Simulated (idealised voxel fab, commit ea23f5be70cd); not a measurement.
The name of this process module is voxel self aligned contacts.
We display cut, a cross-section 250 nm in width whose square cells are each 5 nm.
Reading order for cross-sections: top band down to bottom band. Underlying form: a grid of square cells. Band size: one or more rows of cells.
The entry gives the band's vertical extent as a top height and a bottom height in nm, then its horizontal make-up as materials from left to right, each with a width in nm. "empty" stands for empty space; a single material marked "edge to edge" fills the band edge to edge.
Height reference: 0 = level under which incoming wafer is all one material. Lowest band: no bottom, runs on downward, e.g. "0 and below".
With a width like "30->40", each row of cells in the band differs from the next by the same amount, the top row carrying the first number and the bottom row the second.
Key: "stayed the same" - step with no changed cell in the cross-section.
"Enclosed void list" lists enclosed empty spaces (at least 8 cells, no open path upward to the top), each as width x height at distance from the left edge, in nm.
after a step's settings: what the simulator itself notes on the step
"overlay nm" answers the question of how far to the right of plan the mask lay on a step that has a mask, and when it is negative the answer is to the left.

# Intended process steps
- 1: RECEIVE with material Si
- 2: OXIDIZE with depth nm 5
- 3: DIRECTIONAL_DEP with material polySi, thk nm 20
- 4: DIRECTIONAL_DEP with material SiN, thk nm 20
- 5: MASKED_ETCH with tone cover, mask id GATE, width nm 35, pitch nm 60, etch materials SiN, depth nm 20, overlay nm 0
- 6: MASKED_ETCH with tone cover, mask id GATE, width nm 35, pitch nm 60, etch materials polySi, depth nm 20, overlay nm 0
- 7: CONFORMAL_DEP with material SiN, thk nm 5
- 8: DIRECTIONAL_ETCH with etch materials SiN, depth nm 5
- 9: FILL_DEP with material SiO2, thk nm 20
- 10: CMP with height nm 50
- 11: PATTERN with tone open, mask id CONTACT, material resist, width nm 45, thk nm 15, overlay nm 0
- 12: DIRECTIONAL_ETCH with etch materials SiO2, depth nm 55
- 13: STRIP with etch materials resist
- 14: CONFORMAL_DEP with material TiN, thk nm 5
- 15: FILL_DEP with material Ru, thk nm 5
- 16: CMP with height nm 50
- 17: CONFORMAL_DEP with material SiN, thk nm 5

# Wafer cross-section on receipt, i.e. after step 1
- 0 and below | Si edge to edge
- Enclosed void list: none

# first wafer at the end, as planned
- 55 down to 50 | SiN edge to edge
- 50 down to 40 | SiO2 (100); TiN (5->20); Ru (35->5); TiN (5->20); SiO2 (105)
- 40 down to 20 | SiO2 (70); SiN (45); TiN (5); Ru (5); TiN (5); SiN (45); SiO2 (75)
- 20 down to 0 | SiO2 (70); SiN (5); polySi (35); SiN (5); TiN (5); Ru (5); TiN (5); SiN (5); polySi (35); SiN (5); SiO2 (75)
- 0 down to -5 | SiO2 (115); TiN (15); SiO2 (120)
- -5 and below | Si edge to edge
- Enclosed void list: none

# Wafer two, sectioned after the module: the first wafer's start, the first wafer's plan, and one mistake in how it was run
- 55 down to 50 | SiN edge to edge
- 50 down to 40 | SiO2 (100); TiN (5->20); Ru (35->5); TiN (5->20); SiO2 (105)
- 40 down to 20 | SiO2 (70); SiN (45); TiN (5); Ru (5); TiN (5); SiN (45); SiO2 (75)
- 20 down to 0 | SiO2 (70); SiN (5); polySi (35); SiN (5); TiN (5); Ru (5); TiN (5); SiN (5); polySi (35); SiN (5); SiO2 (75)
- 0 down to -5 | SiO2 (115); TiN (15); SiO2 (120)
- -5 down to -15 | SiO2 edge to edge
- -15 and below | Si edge to edge
- Enclosed void list: none
So what did we get wrong on this run? step 2 ran with different settings than intended, the actual operation and settings being OXIDIZE with depth nm 15
It is noted that, at the conclusion of processing, the second wafer exhibits a higher or lower cell count for certain materials relative to the first: -100 Si, +100 SiO2
